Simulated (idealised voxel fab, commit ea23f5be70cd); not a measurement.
process module | voxel spacer lines
cross-section cut | 230 nm wide | cells 5 nm
A cross-section is a grid of square cells, given in bands from the top down. A band is one or more rows of cells.
Each band's line starts with the height of the band's top and of its bottom, in nm. Then come its materials from left to right, each with its width in nm. One material with "throughout" fills the band from edge to edge. "air" is empty space.
Height 0 is the level under which the wafer as received is all one material. The lowest band goes on downwards, as in "0 down".
A width such as "30 to 40" changes by the same amount from each row of cells to the next, from the band's top row to its bottom row.
"no change" after a step means that no cell of the cross-section changed.
closed voids: empty space of 8 cells or more with no open way to the top, each as width x height at its distance from the left edge, in nm
after a step's settings: what the simulator itself notes on the step
overlay nm, on a step with a mask: how far to the right of its planned place the mask lay; to the left if negative
plan
1 op RECEIVE | material Si
2 op CONFORMAL_DEP | material Al2O3 | thk nm 5
3 op DIRECTIONAL_DEP | material SiN | thk nm 10
4 op DIRECTIONAL_DEP | material polySi | thk nm 25
5 op PATTERN | tone cover | mask id MANDREL | material resist | width nm 15 | pitch nm 60 | thk nm 35 | overlay nm 0
6 op DIRECTIONAL_ETCH | etch materials polySi | depth nm 25
7 op STRIP | etch materials resist
8 op CONFORMAL_DEP | material SiO2 | thk nm 15
9 op DIRECTIONAL_ETCH | etch materials SiO2 | depth nm 15
10 op STRIP | etch materials polySi
11 op DIRECTIONAL_ETCH | etch materials SiN | depth nm 10
12 op STRIP | etch materials SiO2
first wafer, as planned
as received, after step 1
  0 down: Si throughout
  closed voids: none
after step 2
  5 to 0: Al2O3 throughout
  below 0: unchanged
after step 3
  15 to 5: SiN throughout
  below 5: unchanged
after step 4
  40 to 15: polySi throughout
  below 15: unchanged
after step 5
  75 to 40: air 45 | resist 15 | air 45 | resist 15 | air 45 | resist 15 | air 50
  below 40: unchanged
after step 6
  75 to 40: air 45 | resist 15 | air 45 | resist 15 | air 45 | resist 15 | air 50
  40 to 15: air 45 | polySi 15 | air 45 | polySi 15 | air 45 | polySi 15 | air 50
  below 15: unchanged
after step 7
  40 to 15: air 45 | polySi 15 | air 45 | polySi 15 | air 45 | polySi 15 | air 50
  below 15: unchanged
after step 8
  55 to 40: air 30 | SiO2 45 | air 15 | SiO2 45 | air 15 | SiO2 45 | air 35
  40 to 30: air 30 | SiO2 15 | polySi 15 | SiO2 15 | air 15 | SiO2 15 | polySi 15 | SiO2 15 | air 15 | SiO2 15 | polySi 15 | SiO2 15 | air 35
  30 to 15: SiO2 45 | polySi 15 | SiO2 45 | polySi 15 | SiO2 45 | polySi 15 | SiO2 50
  below 15: unchanged
after step 9
  40 to 15: air 30 | SiO2 15 | polySi 15 | SiO2 15 | air 15 | SiO2 15 | polySi 15 | SiO2 15 | air 15 | SiO2 15 | polySi 15 | SiO2 15 | air 35
  below 15: unchanged
after step 10
  40 to 15: air 30 | SiO2 15 | air 15 | SiO2 15 | air 15 | SiO2 15 | air 15 | SiO2 15 | air 15 | SiO2 15 | air 15 | SiO2 15 | air 35
  below 15: unchanged
after step 11
  40 to 15: air 30 | SiO2 15 | air 15 | SiO2 15 | air 15 | SiO2 15 | air 15 | SiO2 15 | air 15 | SiO2 15 | air 15 | SiO2 15 | air 35
  15 to 5: air 30 | SiN 15 | air 15 | SiN 15 | air 15 | SiN 15 | air 15 | SiN 15 | air 15 | SiN 15 | air 15 | SiN 15 | air 35
  below 5: unchanged
after step 12
  15 to 5: air 30 | SiN 15 | air 15 | SiN 15 | air 15 | SiN 15 | air 15 | SiN 15 | air 15 | SiN 15 | air 15 | SiN 15 | air 35
  below 5: unchanged
second wafer: like start, like plan, one mistake. Through step 4 it matches the first wafer
when step 5 should have ended
  75 to 40: air 40 | resist 25 | air 35 | resist 25 | air 35 | resist 25 | air 45
  below 40: unchanged
when step 6 should have ended
  75 to 40: air 40 | resist 25 | air 35 | resist 25 | air 35 | resist 25 | air 45
  40 to 15: air 40 | polySi 25 | air 35 | polySi 25 | air 35 | polySi 25 | air 45
  below 15: unchanged
when step 7 should have ended
  40 to 15: air 40 | polySi 25 | air 35 | polySi 25 | air 35 | polySi 25 | air 45
  below 15: unchanged
when step 8 should have ended
  55 to 40: air 25 | SiO2 55 | air 5 | SiO2 55 | air 5 | SiO2 55 | air 30
  40 to 30: air 25 | SiO2 15 | polySi 25 | SiO2 15 | air 5 | SiO2 15 | polySi 25 | SiO2 15 | air 5 | SiO2 15 | polySi 25 | SiO2 15 | air 30
  30 to 15: SiO2 40 | polySi 25 | SiO2 35 | polySi 25 | SiO2 35 | polySi 25 | SiO2 45
  below 15: unchanged
when step 9 should have ended
  40 to 15: air 25 | SiO2 15 | polySi 25 | SiO2 15 | air 5 | SiO2 15 | polySi 25 | SiO2 15 | air 5 | SiO2 15 | polySi 25 | SiO2 15 | air 30
  below 15: unchanged
when step 10 should have ended
  40 to 15: air 25 | SiO2 15 | air 25 | SiO2 15 | air 5 | SiO2 15 | air 25 | SiO2 15 | air 5 | SiO2 15 | air 25 | SiO2 15 | air 30
  below 15: unchanged
when step 11 should have ended
  40 to 15: air 25 | SiO2 15 | air 25 | SiO2 15 | air 5 | SiO2 15 | air 25 | SiO2 15 | air 5 | SiO2 15 | air 25 | SiO2 15 | air 30
  15 to 5: air 25 | SiN 15 | air 25 | SiN 15 | air 5 | SiN 15 | air 25 | SiN 15 | air 5 | SiN 15 | air 25 | SiN 15 | air 30
  below 5: unchanged
when step 12 should have ended
  15 to 5: air 25 | SiN 15 | air 25 | SiN 15 | air 5 | SiN 15 | air 25 | SiN 15 | air 5 | SiN 15 | air 25 | SiN 15 | air 30
  below 5: unchanged
what went wrong: step 5 ran as: op PATTERN | tone cover | mask id MANDREL | material resist | width nm 25 | pitch nm 60 | thk nm 35 | overlay nm 0
at the end the second wafer has, in cells: as many of each material as the first, in other places
